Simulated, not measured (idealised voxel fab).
process module | voxel ribs on slabs
cross-section cut | 265 nm wide | cells 5 nm
A cross-section is a grid of square cells, given in bands from the top down. A band is one or more rows of cells.
Each band's line starts with the height of the band's top and of its bottom, in nm. Then come its materials from left to right, each with its width in nm. One material with "throughout" fills the band from edge to edge. "air" is empty space.
Height 0 is the level under which the wafer as received is all one material. The lowest band goes on downwards, as in "0 down".
A width such as "30 to 40" changes by the same amount from each row of cells to the next, from the band's top row to its bottom row.
"no change" after a step means that no cell of the cross-section changed.
closed voids: empty space of 8 cells or more with no open way to the top, each as width x height at its distance from the left edge, in nm
after a step's settings: what the simulator itself notes on the step
overlay nm, on a step with a mask: how far to the right of its planned place the mask lay; to the left if negative
plan
1 op RECEIVE | material Si
2 op DIRECTIONAL_DEP | material SiO2 | thk nm 25
3 op DIRECTIONAL_DEP | material polySi | thk nm 15
4 op PATTERN | tone cover | mask id RIB | material resist | width nm 30 | thk nm 20 | overlay nm 0
5 op DIRECTIONAL_ETCH | etch materials polySi | depth nm 5
6 op STRIP | etch materials resist
7 op PATTERN | tone cover | mask id SLAB | material resist | width nm 70 | thk nm 15 | overlay nm 0
8 op DIRECTIONAL_ETCH | etch materials polySi | depth nm 10
9 op STRIP | etch materials resist
10 op FILL_DEP | material SiO2 | thk nm 15
11 op CMP | height nm 50
12 op DIRECTIONAL_DEP | material TiN | thk nm 5
13 op DIRECTIONAL_DEP | material aC | thk nm 15
14 op PATTERN | tone cover | mask id HEATER | material resist | width nm 40 | thk nm 35 | overlay nm 0
15 op DIRECTIONAL_ETCH | etch materials aC | depth nm 5
16 op STRIP | etch materials resist
17 op DIRECTIONAL_ETCH | etch materials TiN | depth nm 5
18 op STRIP | etch materials aC
19 op CONFORMAL_DEP | material SiO2 | thk nm 10
varied across the wafers: depth nm of step 15. The plan shows the first wafer's value. All wafers start alike
first wafer as received, after step 1
  0 down: Si throughout
  closed voids: none
each wafer at the end: cells of each material gained (+) or lost (-) since it was received, then its closed voids
depth nm 5 | +602 SiO2 | +53 TiN | +34 polySi | closed voids: none
depth nm 10 | +602 SiO2 | +53 TiN | +34 polySi | closed voids: none
depth nm 15 | +606 SiO2 | +8 TiN | +34 polySi | closed voids: none
depth nm 20 | +606 SiO2 | +8 TiN | +34 polySi | closed voids: none
depth nm 25 | +606 SiO2 | +8 TiN | +34 polySi | closed voids: none
depth nm 30 | +606 SiO2 | +8 TiN | +34 polySi | closed voids: none
